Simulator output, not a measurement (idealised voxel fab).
process module | voxel wiring stack
cross-section cut | 230 nm wide | cells 5 nm
A cross-section is a grid of square cells, given in bands from the top down. A band is one or more rows of cells.
Each band's line starts with the height of the band's top and of its bottom, in nm. Then come its materials from left to right, each with its width in nm. One material with "throughout" fills the band from edge to edge. "air" is empty space.
Height 0 is the level under which the wafer as received is all one material. The lowest band goes on downwards, as in "0 down".
A width such as "30 to 40" changes by the same amount from each row of cells to the next, from the band's top row to its bottom row.
"no change" after a step means that no cell of the cross-section changed.
closed voids: empty space of 8 cells or more with no open way to the top, each as width x height at its distance from the left edge, in nm
after a step's settings: what the simulator itself notes on the step
overlay nm, on a step with a mask: how far to the right of its planned place the mask lay; to the left if negative
plan
1 op RECEIVE | material Si
2 op CONFORMAL_DEP | material SiO2 | thk nm 10
3 op DIRECTIONAL_DEP | material TiN | thk nm 5
4 op DIRECTIONAL_DEP | material W | thk nm 20
5 op DIRECTIONAL_DEP | material aC | thk nm 15
6 op PATTERN | tone cover | mask id METAL_1 | material resist | width nm 30 | pitch nm 50 | thk nm 35 | overlay nm 0
7 op DIRECTIONAL_ETCH | etch materials aC | depth nm 15
8 op STRIP | etch materials resist
9 op DIRECTIONAL_ETCH | etch materials W | depth nm 20
10 op DIRECTIONAL_ETCH | etch materials TiN | depth nm 5
11 op STRIP | etch materials aC
12 op FILL_DEP | material SiO2 | thk nm 5
13 op CMP | height nm 35
14 op CONFORMAL_DEP | material SiCN | thk nm 5
15 op DIRECTIONAL_DEP | material SiO2 | thk nm 25
16 op DIRECTIONAL_DEP | material aC | thk nm 15
17 op PATTERN | tone open | mask id METAL_2 | material resist | width nm 30 | pitch nm 50 | thk nm 35 | overlay nm 0
18 op DIRECTIONAL_ETCH | etch materials aC | depth nm 15
19 op STRIP | etch materials resist
20 op DIRECTIONAL_ETCH | etch materials SiO2 | depth nm 15
21 op STRIP | etch materials aC
22 op PATTERN | tone open | mask id METAL_2_HOLES | material resist | width nm 15 | pitch nm 50 | thk nm 20 | overlay nm 0
23 op DIRECTIONAL_ETCH | etch materials SiO2 | depth nm 10
24 op DIRECTIONAL_ETCH | etch materials SiCN | depth nm 5
25 op STRIP | etch materials resist
26 op CONFORMAL_DEP | material TiN | thk nm 5
27 op FILL_DEP | material Cu | thk nm 5
28 op CMP | height nm 65
29 op CONFORMAL_DEP | material SiCN | thk nm 5
30 op DIRECTIONAL_DEP | material SiO2 | thk nm 30
31 op DIRECTIONAL_DEP | material aC | thk nm 10
32 op PATTERN | tone open | mask id METAL_3_HOLES | material resist | width nm 15 | pitch nm 50 | thk nm 30 | overlay nm 0
33 op DIRECTIONAL_ETCH | etch materials aC | depth nm 10
34 op STRIP | etch materials resist
35 op DIRECTIONAL_ETCH | etch materials SiO2 | depth nm 30
36 op STRIP | etch materials aC
37 op DIRECTIONAL_DEP | material aC | thk nm 15
38 op PATTERN | tone open | mask id METAL_3 | material resist | width nm 30 | pitch nm 50 | thk nm 35 | overlay nm 0
39 op DIRECTIONAL_ETCH | etch materials aC | depth nm 15
40 op STRIP | etch materials resist
41 op DIRECTIONAL_ETCH | etch materials SiO2 | depth nm 20
42 op DIRECTIONAL_ETCH | etch materials SiCN | depth nm 5
43 op STRIP | etch materials aC
44 op CONFORMAL_DEP | material TiN | thk nm 5
45 op FILL_DEP | material Cu | thk nm 10
46 op CMP | height nm 100
47 op CONFORMAL_DEP | material SiN | thk nm 5
as received, after step 1
  0 down: Si throughout
  closed voids: none
a wafer at the end: this start, this plan, one mistake
  105 to 100: SiN throughout
  100 to 85: SiO2 75 | TiN 5 | Cu 20 | TiN 5 | SiO2 20 | TiN 5 | Cu 20 | TiN 5 | SiO2 75
  85 to 80: SiO2 75 | TiN 5 | Cu 5 | TiN 20 | SiO2 20 | TiN 5 | Cu 5 | TiN 20 | SiO2 75
  80 to 70: SiO2 75 | TiN 5 | Cu 5 | TiN 5 | SiO2 35 | TiN 5 | Cu 5 | TiN 5 | SiO2 90
  70 to 65: SiCN 75 | TiN 15 | SiCN 35 | TiN 15 | SiCN 90
  65 to 55: SiO2 75 | TiN 5 | Cu 20 | TiN 5 | SiO2 20 | TiN 5 | Cu 20 | TiN 5 | SiO2 75
  55 to 50: SiO2 75 | TiN 5 | Cu 5 | TiN 20 | SiO2 20 | TiN 5 | Cu 5 | TiN 20 | SiO2 75
  50 to 40: SiO2 75 | TiN 5 | Cu 5 | TiN 5 | SiO2 35 | TiN 5 | Cu 5 | TiN 5 | SiO2 90
  40 to 35: SiCN 75 | TiN 15 | SiCN 35 | TiN 15 | SiCN 90
  35 to 15: SiO2 75 | W 30 | SiO2 20 | W 30 | SiO2 75
  15 to 5: SiO2 throughout
  5 to 0: TiN throughout
  0 down: Si throughout
  closed voids: none
what went wrong: steps 2 and 3 were swapped
